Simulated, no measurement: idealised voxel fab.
Documented hereafter: the process module known as voxel wiring stack.
It is cross-section cut that appears here, measuring 185 nm in width, its square cells being 5 nm in size.
A cross-section is a grid of square cells, given in bands from the top down. A band is one or more rows of cells. This entry defines a band. It first specifies the height of the band's top and the height of its bottom in nm, and then specifies the band's materials from left to right, stating each material with its width in nm. The word "everywhere" identifies a single material that fills the band from edge to edge, while the word "blank" identifies empty space. Note: height 0 marks the level under which the wafer is uniformly one material as received. Lowest band unbounded below, written "top 0, no bottom". Quick explanation for "30 to 40": the width changes in equal steps down the rows of cells, from the first number in the band's top row to the second number in its bottom row. Step note "nothing got changed" = no cross-section cell changed. Reported under the label "Enclosed void list" are the empty spaces having no open way to the top and comprising 8 cells or more; the notation for each is width x height at distance, in which the distance is measured from the left edge and all three values are in nm. Post-settings text on a step line: simulator's own remark regarding the step. The line of a step may include "overlay nm". On a step with a mask, this value is how far to the right of its planned place the mask lay. A negative value means the mask lay to the left.
-- The steps planned for the process are as follows
1: RECEIVE (material Si)
2: CONFORMAL_DEP (material SiO2; thk nm 15)
3: DIRECTIONAL_DEP (material TiN; thk nm 5)
4: DIRECTIONAL_DEP (material Ru; thk nm 25)
5: PATTERN (tone cover; mask id METAL_1; material resist; width nm 30; pitch nm 45; thk nm 15; overlay nm 0)
6: DIRECTIONAL_ETCH (etch materials Ru; depth nm 25)
7: DIRECTIONAL_ETCH (etch materials TiN; depth nm 5)
8: STRIP (etch materials resist)
9: CONFORMAL_DEP (material SiCN; thk nm 5)
10: FILL_DEP (material SiO2; thk nm 5)
11: CMP (height nm 45)
12: CONFORMAL_DEP (material SiCN; thk nm 5)
13: DIRECTIONAL_DEP (material lowk; thk nm 10)
14: DIRECTIONAL_DEP (material aC; thk nm 15)
15: PATTERN (tone open; mask id PLUG_1; material resist; width nm 15; pitch nm 90; thk nm 30; overlay nm 0)
16: DIRECTIONAL_ETCH (etch materials aC; depth nm 15)
17: STRIP (etch materials resist)
18: DIRECTIONAL_ETCH (etch materials lowk; depth nm 10)
19: DIRECTIONAL_ETCH (etch materials SiCN; depth nm 5)
20: STRIP (etch materials aC)
21: EPI (material Ru; thk nm 10)
22: EPI (material Ru; thk nm 5)
23: CONFORMAL_DEP (material SiN; thk nm 5)
24: DIRECTIONAL_DEP (material lowk; thk nm 25)
25: MASKED_ETCH (tone open; mask id METAL_2; width nm 30; pitch nm 45; etch materials lowk; depth nm 25; overlay nm 0)
26: MASKED_ETCH (tone open; mask id METAL_2; width nm 30; pitch nm 45; etch materials SiN; depth nm 5; overlay nm 0)
27: CONFORMAL_DEP (material TiN; thk nm 5)
28: FILL_DEP (material Cu; thk nm 5)
29: CMP (height nm 90)
30: EPI (material Ru; thk nm 5)
31: FILL_DEP (material SiCN; thk nm 5)
32: DIRECTIONAL_DEP (material lowk; thk nm 25)
33: DIRECTIONAL_DEP (material aC; thk nm 15)
34: PATTERN (tone open; mask id METAL_3_HOLES; material resist; width nm 15; pitch nm 45; thk nm 35; overlay nm 0)
35: DIRECTIONAL_ETCH (etch materials aC; depth nm 15)
36: STRIP (etch materials resist)
37: DIRECTIONAL_ETCH (etch materials lowk; depth nm 25)
38: STRIP (etch materials aC)
39: DIRECTIONAL_DEP (material aC; thk nm 10)
40: PATTERN (tone open; mask id METAL_3; material resist; width nm 30; pitch nm 45; thk nm 30; overlay nm 0)
41: DIRECTIONAL_ETCH (etch materials aC; depth nm 10)
42: STRIP (etch materials resist)
43: DIRECTIONAL_ETCH (etch materials lowk; depth nm 15)
44: DIRECTIONAL_ETCH (etch materials SiCN; depth nm 5)
45: STRIP (etch materials aC)
46: CONFORMAL_DEP (material TiN; thk nm 5)
47: FILL_DEP (material Cu; thk nm 10)
48: CMP (height nm 125)
49: CONFORMAL_DEP (material SiN; thk nm 5)
-- Cross-section of the wafer as it came to us, i.e., already through step 1
top 0, no bottom  Si everywhere
Enclosed void list: none
-- Cross-section at module end, one run error; start and plan unchanged from above
top 130, bottom 125  SiN everywhere
top 125, bottom 115  lowk=30, then TiN=5, then Cu=20, then TiN=5, then lowk=15, then TiN=5, then Cu=20, then TiN=5, then lowk=15, then TiN=5, then Cu=20, then TiN=5, then lowk=35
top 115, bottom 110  lowk=30, then TiN=5, then Cu=5, then TiN=20, then lowk=15, then TiN=5, then Cu=5, then TiN=20, then lowk=15, then TiN=5, then Cu=5, then TiN=20, then lowk=35
top 110, bottom 100  lowk=30, then TiN=5, then Cu=5, then TiN=5, then lowk=30, then TiN=5, then Cu=5, then TiN=5, then lowk=30, then TiN=5, then Cu=5, then TiN=5, then lowk=50
top 100, bottom 95  SiCN=30, then TiN=15, then SiCN=30, then TiN=15, then SiCN=30, then TiN=15, then SiCN=50
top 95, bottom 90  SiCN=25, then Ru=40, then SiCN=5, then Ru=40, then SiCN=5, then Ru=40, then SiCN=30
top 90, bottom 75  lowk=30, then TiN=5, then Cu=20, then TiN=5, then lowk=15, then TiN=5, then Cu=20, then TiN=5, then lowk=15, then TiN=5, then Cu=20, then TiN=5, then lowk=35
top 75, bottom 70  lowk=15, then SiN=15, then TiN=30, then lowk=15, then TiN=5, then Cu=20, then TiN=5, then SiN=15, then TiN=30, then lowk=35
top 70, bottom 65  lowk=15, then SiN=5, then Ru=35, then SiN=5, then lowk=15, then TiN=5, then Cu=20, then TiN=5, then SiN=5, then Ru=35, then SiN=5, then lowk=35
top 65, bottom 60  SiN=20, then Ru=35, then SiN=20, then TiN=30, then SiN=5, then Ru=35, then SiN=40
top 60, bottom 50  lowk=30, then Ru=15, then lowk=75, then Ru=15, then lowk=50
top 50, bottom 45  SiCN=30, then Ru=15, then SiCN=75, then Ru=15, then SiCN=50
top 45, bottom 20  SiO2=25, then SiCN=5, then Ru=30, then SiCN=5, then SiO2=5, then SiCN=5, then Ru=30, then SiCN=5, then SiO2=5, then SiCN=5, then Ru=30, then SiCN=5, then SiO2=30
top 20, bottom 15  SiCN=30, then TiN=30, then SiCN=15, then TiN=30, then SiCN=15, then TiN=30, then SiCN=35
top 15, bottom 0  SiO2 everywhere
top 0, no bottom  Si everywhere
Enclosed void list: none
Here's what went sideways: it should be noted that step 21 of the plan was executed twice
